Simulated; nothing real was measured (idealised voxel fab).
Presented below is a process module, voxel capacitor over wiring.
Each square cell in cross-section cut measures 5 nm, and the section as a whole is 165 nm wide.
A cross-section in this document is a grid of square cells, and it is written down as bands, the top band listed before the ones below it; a band is made up of one or more rows of cells.
Top height, bottom height, nm. Materials left to right, width each, nm. Single material + "all across" = fills band edge to edge. "air" = empty.
Below 0: as-received wafer, all one material; heights counted from there. Lowest band: no bottom, goes on down, written "0 and below".
Quick explanation for "30 to 40": the width changes in equal steps down the rows of cells, from the first number in the band's top row to the second number in its bottom row.
Any step labelled "stayed the same" changed none of the cells in the cross-section.
Sealed void list: empty space of 8 cells or more with no open way to the top, each as width x height at its distance from the left edge, in nm
That trailing text on a step's line, after the settings, is the simulator's own remark on the step.
Each step line may optionally specify "overlay nm", which for a step with a mask gives the rightward distance between the mask's planned place and where it lay, a negative value indicating the leftward direction.
### The process steps that were planned are listed below
1) RECEIVE | material Si
2) CONFORMAL_DEP | material SiO2 | thk nm 15
3) CONFORMAL_DEP | material SiN | thk nm 5
4) DIRECTIONAL_DEP | material lowk | thk nm 20
5) PATTERN | tone open | mask id METAL_1 | material resist | width nm 25 | pitch nm 90 | thk nm 15 | overlay nm 0
6) DIRECTIONAL_ETCH | etch materials lowk | depth nm 20
7) DIRECTIONAL_ETCH | etch materials SiN | depth nm 5
8) STRIP | etch materials resist
9) CONFORMAL_DEP | material TiN | thk nm 5
10) FILL_DEP | material W | thk nm 10
11) CMP | height nm 40
12) CONFORMAL_DEP | material SiCN | thk nm 5
13) DIRECTIONAL_DEP | material SiO2 | thk nm 15
14) MASKED_ETCH | tone open | mask id PLUG_1 | width nm 15 | etch materials SiO2 | depth nm 15 | overlay nm 0
15) MASKED_ETCH | tone open | mask id PLUG_1 | width nm 15 | etch materials SiCN | depth nm 5 | overlay nm 0
16) EPI | material Ru | thk nm 10
17) EPI | material Ru | thk nm 10
18) DIRECTIONAL_DEP | material TiN | thk nm 10
19) DIRECTIONAL_DEP | material SiN | thk nm 5
20) DIRECTIONAL_DEP | material TiN | thk nm 10
21) PATTERN | tone cover | mask id UPPER_PLATE | material resist | width nm 70 | thk nm 20 | overlay nm 0
22) DIRECTIONAL_ETCH | etch materials TiN | depth nm 10
23) DIRECTIONAL_ETCH | etch materials SiN | depth nm 5
24) STRIP | etch materials resist
25) MASKED_ETCH | tone cover | mask id LOWER_PLATE | width nm 80 | etch materials TiN | depth nm 10 | overlay nm 0
26) FILL_DEP | material SiO2 | thk nm 20
27) CMP | height nm 100
28) DIRECTIONAL_DEP | material aC | thk nm 15
29) PATTERN | tone open | mask id PLUG_2 | material resist | width nm 15 | thk nm 35 | overlay nm 0
30) DIRECTIONAL_ETCH | etch materials aC | depth nm 15
31) STRIP | etch materials resist
32) DIRECTIONAL_ETCH | etch materials SiO2 | depth nm 15
33) STRIP | etch materials aC
34) CONFORMAL_DEP | material TiN | thk nm 5
35) FILL_DEP | material Ru | thk nm 10
36) CMP | height nm 100
37) CONFORMAL_DEP | material SiCN | thk nm 5
### The first of two wafers, run as planned
### Step 1 complete: cross-section of the wafer as received
* 0 and below  Si all across
* Sealed void list: none
### So this is the wafer cross-section right after step 2
* 15 down to 0  SiO2 all across
* Unchanged below 0.
### So this is the wafer cross-section right after step 3
* 20 down to 15  SiN all across
* Unchanged below 15.
### So this is the wafer cross-section right after step 4
* 40 down to 20  lowk all across
* Unchanged below 20.
### So this is the wafer cross-section right after step 5
* 55 down to 40  25 resist; 25 air; 65 resist; 25 air; 25 resist
* Unchanged below 40.
### So this is the wafer cross-section right after step 6
* 55 down to 40  25 resist; 25 air; 65 resist; 25 air; 25 resist
* 40 down to 20  25 lowk; 25 air; 65 lowk; 25 air; 25 lowk
* Unchanged below 20.
### So this is the wafer cross-section right after step 7
* 55 down to 40  25 resist; 25 air; 65 resist; 25 air; 25 resist
* 40 down to 20  25 lowk; 25 air; 65 lowk; 25 air; 25 lowk
* 20 down to 15  25 SiN; 25 air; 65 SiN; 25 air; 25 SiN
* Unchanged below 15.
### So this is the wafer cross-section right after step 8
* 40 down to 20  25 lowk; 25 air; 65 lowk; 25 air; 25 lowk
* Unchanged below 20.
### So this is the wafer cross-section right after step 9
* 45 down to 40  30 TiN; 15 air; 75 TiN; 15 air; 30 TiN
* 40 down to 20  25 lowk; 5 TiN; 15 air; 5 TiN; 65 lowk; 5 TiN; 15 air; 5 TiN; 25 lowk
* 20 down to 15  25 SiN; 25 TiN; 65 SiN; 25 TiN; 25 SiN
* Unchanged below 15.
### So this is the wafer cross-section right after step 10
* 55 down to 45  W all across
* 45 down to 40  30 TiN; 15 W; 75 TiN; 15 W; 30 TiN
* 40 down to 20  25 lowk; 5 TiN; 15 W; 5 TiN; 65 lowk; 5 TiN; 15 W; 5 TiN; 25 lowk
* Unchanged below 20.
### So this is the wafer cross-section right after step 11
* 40 down to 20  25 lowk; 5 TiN; 15 W; 5 TiN; 65 lowk; 5 TiN; 15 W; 5 TiN; 25 lowk
* Unchanged below 20.
### So this is the wafer cross-section right after step 12
* 45 down to 40  SiCN all across
* Unchanged below 40.
### So this is the wafer cross-section right after step 13
* 60 down to 45  SiO2 all across
* Unchanged below 45.
### So this is the wafer cross-section right after step 14
* 60 down to 45  35 SiO2; 15 air; 115 SiO2
* Unchanged below 45.
### So this is the wafer cross-section right after step 15
* 60 down to 45  35 SiO2; 15 air; 115 SiO2
* 45 down to 40  35 SiCN; 15 air; 115 SiCN
* Unchanged below 40.
### So this is the wafer cross-section right after step 16
* 60 down to 50  35 SiO2; 15 air; 115 SiO2
* 50 down to 45  35 SiO2; 15 Ru; 115 SiO2
* 45 down to 40  35 SiCN; 15 Ru; 115 SiCN
* Unchanged below 40.
### So this is the wafer cross-section right after step 17
* 60 down to 45  35 SiO2; 15 Ru; 115 SiO2
* Unchanged below 45.
### So this is the wafer cross-section right after step 18
* 70 down to 60  TiN all across
* Unchanged below 60.
### So this is the wafer cross-section right after step 19
* 75 down to 70  SiN all across
* Unchanged below 70.
### So this is the wafer cross-section right after step 20
* 85 down to 75  TiN all across
* Unchanged below 75.
### So this is the wafer cross-section right after step 21
* 105 down to 85  35 air; 70 resist; 60 air
* Unchanged below 85.
### So this is the wafer cross-section right after step 22
* 105 down to 85  35 air; 70 resist; 60 air
* 85 down to 75  35 air; 70 TiN; 60 air
* Unchanged below 75.
### So this is the wafer cross-section right after step 23
* 105 down to 85  35 air; 70 resist; 60 air
* 85 down to 75  35 air; 70 TiN; 60 air
* 75 down to 70  35 air; 70 SiN; 60 air
* Unchanged below 70.
### So this is the wafer cross-section right after step 24
* 85 down to 75  35 air; 70 TiN; 60 air
* Unchanged below 75.
### So this is the wafer cross-section right after step 25
* 85 down to 75  35 air; 70 TiN; 60 air
* 75 down to 70  35 air; 70 SiN; 60 air
* 70 down to 60  30 air; 80 TiN; 55 air
* Unchanged below 60.
### So this is the wafer cross-section right after step 26
* 105 down to 85  SiO2 all across
* 85 down to 75  35 SiO2; 70 TiN; 60 SiO2
* 75 down to 70  35 SiO2; 70 SiN; 60 SiO2
* 70 down to 60  30 SiO2; 80 TiN; 55 SiO2
* Unchanged below 60.
### So this is the wafer cross-section right after step 27
* 100 down to 85  SiO2 all across
* Unchanged below 85.
### So this is the wafer cross-section right after step 28
* 115 down to 100  aC all across
* Unchanged below 100.
### So this is the wafer cross-section right after step 29
* 150 down to 115  45 resist; 15 air; 105 resist
* Unchanged below 115.
### So this is the wafer cross-section right after step 30
* 135 down to 115  45 resist; 15 air; 105 resist
* 115 down to 100  45 aC; 15 air; 105 aC
* Unchanged below 100.
### So this is the wafer cross-section right after step 31
* 115 down to 100  45 aC; 15 air; 105 aC
* Unchanged below 100.
### So this is the wafer cross-section right after step 32
* 115 down to 100  45 aC; 15 air; 105 aC
* 100 down to 85  45 SiO2; 15 air; 105 SiO2
* Unchanged below 85.
### So this is the wafer cross-section right after step 33
* 100 down to 85  45 SiO2; 15 air; 105 SiO2
* Unchanged below 85.
### So this is the wafer cross-section right after step 34
* 105 down to 100  50 TiN; 5 air; 110 TiN
* 100 down to 90  45 SiO2; 5 TiN; 5 air; 5 TiN; 105 SiO2
* 90 down to 85  45 SiO2; 15 TiN; 105 SiO2
* Unchanged below 85.
### So this is the wafer cross-section right after step 35
* 115 down to 105  Ru all across
* 105 down to 100  50 TiN; 5 Ru; 110 TiN
* 100 down to 90  45 SiO2; 5 TiN; 5 Ru; 5 TiN; 105 SiO2
* Unchanged below 90.
### So this is the wafer cross-section right after step 36
* 100 down to 90  45 SiO2; 5 TiN; 5 Ru; 5 TiN; 105 SiO2
* Unchanged below 90.
### So this is the wafer cross-section right after step 37
* 105 down to 100  SiCN all across
* Unchanged below 100.
### Second wafer. Start and plan as for the first. One mistake made in running. Agrees with the first up to and including step 1
### The second wafer cut through, at the time step 2 was supposed to be finished
* 20 down to 0  SiO2 all across
* Unchanged below 0.
### The second wafer cut through, at the time step 3 was supposed to be finished
* 25 down to 20  SiN all across
* Unchanged below 20.
### The second wafer cut through, at the time step 4 was supposed to be finished
* 45 down to 25  lowk all across
* Unchanged below 25.
### The second wafer cut through, at the time step 5 was supposed to be finished
* 60 down to 45  25 resist; 25 air; 65 resist; 25 air; 25 resist
* Unchanged below 45.
### The second wafer cut through, at the time step 6 was supposed to be finished
* 60 down to 45  25 resist; 25 air; 65 resist; 25 air; 25 resist
* 45 down to 25  25 lowk; 25 air; 65 lowk; 25 air; 25 lowk
* Unchanged below 25.
### The second wafer cut through, at the time step 7 was supposed to be finished
* 60 down to 45  25 resist; 25 air; 65 resist; 25 air; 25 resist
* 45 down to 25  25 lowk; 25 air; 65 lowk; 25 air; 25 lowk
* 25 down to 20  25 SiN; 25 air; 65 SiN; 25 air; 25 SiN
* Unchanged below 20.
### The second wafer cut through, at the time step 8 was supposed to be finished
* 45 down to 25  25 lowk; 25 air; 65 lowk; 25 air; 25 lowk
* Unchanged below 25.
### The second wafer cut through, at the time step 9 was supposed to be finished
* 50 down to 45  30 TiN; 15 air; 75 TiN; 15 air; 30 TiN
* 45 down to 25  25 lowk; 5 TiN; 15 air; 5 TiN; 65 lowk; 5 TiN; 15 air; 5 TiN; 25 lowk
* 25 down to 20  25 SiN; 25 TiN; 65 SiN; 25 TiN; 25 SiN
* Unchanged below 20.
### The second wafer cut through, at the time step 10 was supposed to be finished
* 60 down to 50  W all across
* 50 down to 45  30 TiN; 15 W; 75 TiN; 15 W; 30 TiN
* 45 down to 25  25 lowk; 5 TiN; 15 W; 5 TiN; 65 lowk; 5 TiN; 15 W; 5 TiN; 25 lowk
* Unchanged below 25.
### The second wafer cut through, at the time step 11 was supposed to be finished
* 40 down to 25  25 lowk; 5 TiN; 15 W; 5 TiN; 65 lowk; 5 TiN; 15 W; 5 TiN; 25 lowk
* Unchanged below 25.
### The second wafer cut through, at the time step 12 was supposed to be finished
* 45 down to 40  SiCN all across
* Unchanged below 40.
### The second wafer cut through, at the time step 13 was supposed to be finished
* 60 down to 45  SiO2 all across
* Unchanged below 45.
### The second wafer cut through, at the time step 14 was supposed to be finished
* 60 down to 45  35 SiO2; 15 air; 115 SiO2
* Unchanged below 45.
### The second wafer cut through, at the time step 15 was supposed to be finished
* 60 down to 45  35 SiO2; 15 air; 115 SiO2
* 45 down to 40  35 SiCN; 15 air; 115 SiCN
* Unchanged below 40.
### The second wafer cut through, at the time step 16 was supposed to be finished
* 60 down to 50  35 SiO2; 15 air; 115 SiO2
* 50 down to 45  35 SiO2; 15 Ru; 115 SiO2
* 45 down to 40  35 SiCN; 15 Ru; 115 SiCN
* Unchanged below 40.
### The second wafer cut through, at the time step 17 was supposed to be finished
* 60 down to 45  35 SiO2; 15 Ru; 115 SiO2
* Unchanged below 45.
### The second wafer cut through, at the time step 18 was supposed to be finished
* 70 down to 60  TiN all across
* Unchanged below 60.
### The second wafer cut through, at the time step 19 was supposed to be finished
* 75 down to 70  SiN all across
* Unchanged below 70.
### The second wafer cut through, at the time step 20 was supposed to be finished
* 85 down to 75  TiN all across
* Unchanged below 75.
### The second wafer cut through, at the time step 21 was supposed to be finished
* 105 down to 85  35 air; 70 resist; 60 air
* Unchanged below 85.
### The second wafer cut through, at the time step 22 was supposed to be finished
* 105 down to 85  35 air; 70 resist; 60 air
* 85 down to 75  35 air; 70 TiN; 60 air
* Unchanged below 75.
### The second wafer cut through, at the time step 23 was supposed to be finished
* 105 down to 85  35 air; 70 resist; 60 air
* 85 down to 75  35 air; 70 TiN; 60 air
* 75 down to 70  35 air; 70 SiN; 60 air
* Unchanged below 70.
### The second wafer cut through, at the time step 24 was supposed to be finished
* 85 down to 75  35 air; 70 TiN; 60 air
* Unchanged below 75.
### The second wafer cut through, at the time step 25 was supposed to be finished
* 85 down to 75  35 air; 70 TiN; 60 air
* 75 down to 70  35 air; 70 SiN; 60 air
* 70 down to 60  30 air; 80 TiN; 55 air
* Unchanged below 60.
### The second wafer cut through, at the time step 26 was supposed to be finished
* 105 down to 85  SiO2 all across
* 85 down to 75  35 SiO2; 70 TiN; 60 SiO2
* 75 down to 70  35 SiO2; 70 SiN; 60 SiO2
* 70 down to 60  30 SiO2; 80 TiN; 55 SiO2
* Unchanged below 60.
### The second wafer cut through, at the time step 27 was supposed to be finished
* 100 down to 85  SiO2 all across
* Unchanged below 85.
### The second wafer cut through, at the time step 28 was supposed to be finished
* 115 down to 100  aC all across
* Unchanged below 100.
### The second wafer cut through, at the time step 29 was supposed to be finished
* 150 down to 115  45 resist; 15 air; 105 resist
* Unchanged below 115.
### The second wafer cut through, at the time step 30 was supposed to be finished
* 135 down to 115  45 resist; 15 air; 105 resist
* 115 down to 100  45 aC; 15 air; 105 aC
* Unchanged below 100.
### The second wafer cut through, at the time step 31 was supposed to be finished
* 115 down to 100  45 aC; 15 air; 105 aC
* Unchanged below 100.
### The second wafer cut through, at the time step 32 was supposed to be finished
* 115 down to 100  45 aC; 15 air; 105 aC
* 100 down to 85  45 SiO2; 15 air; 105 SiO2
* Unchanged below 85.
### The second wafer cut through, at the time step 33 was supposed to be finished
* 100 down to 85  45 SiO2; 15 air; 105 SiO2
* Unchanged below 85.
### The second wafer cut through, at the time step 34 was supposed to be finished
* 105 down to 100  50 TiN; 5 air; 110 TiN
* 100 down to 90  45 SiO2; 5 TiN; 5 air; 5 TiN; 105 SiO2
* 90 down to 85  45 SiO2; 15 TiN; 105 SiO2
* Unchanged below 85.
### The second wafer cut through, at the time step 35 was supposed to be finished
* 115 down to 105  Ru all across
* 105 down to 100  50 TiN; 5 Ru; 110 TiN
* 100 down to 90  45 SiO2; 5 TiN; 5 Ru; 5 TiN; 105 SiO2
* Unchanged below 90.
### The second wafer cut through, at the time step 36 was supposed to be finished
* 100 down to 90  45 SiO2; 5 TiN; 5 Ru; 5 TiN; 105 SiO2
* Unchanged below 90.
### The second wafer cut through, at the time step 37 was supposed to be finished
* 105 down to 100  SiCN all across
* Unchanged below 100.
Processing error: the process deviated at step 2: the operation and settings actually run there were CONFORMAL_DEP | material SiO2 | thk nm 20
Final comparison by cell count, materials where the second wafer has more or fewer than the first: +33 SiO2 | -4 TiN | -6 W | -23 lowk
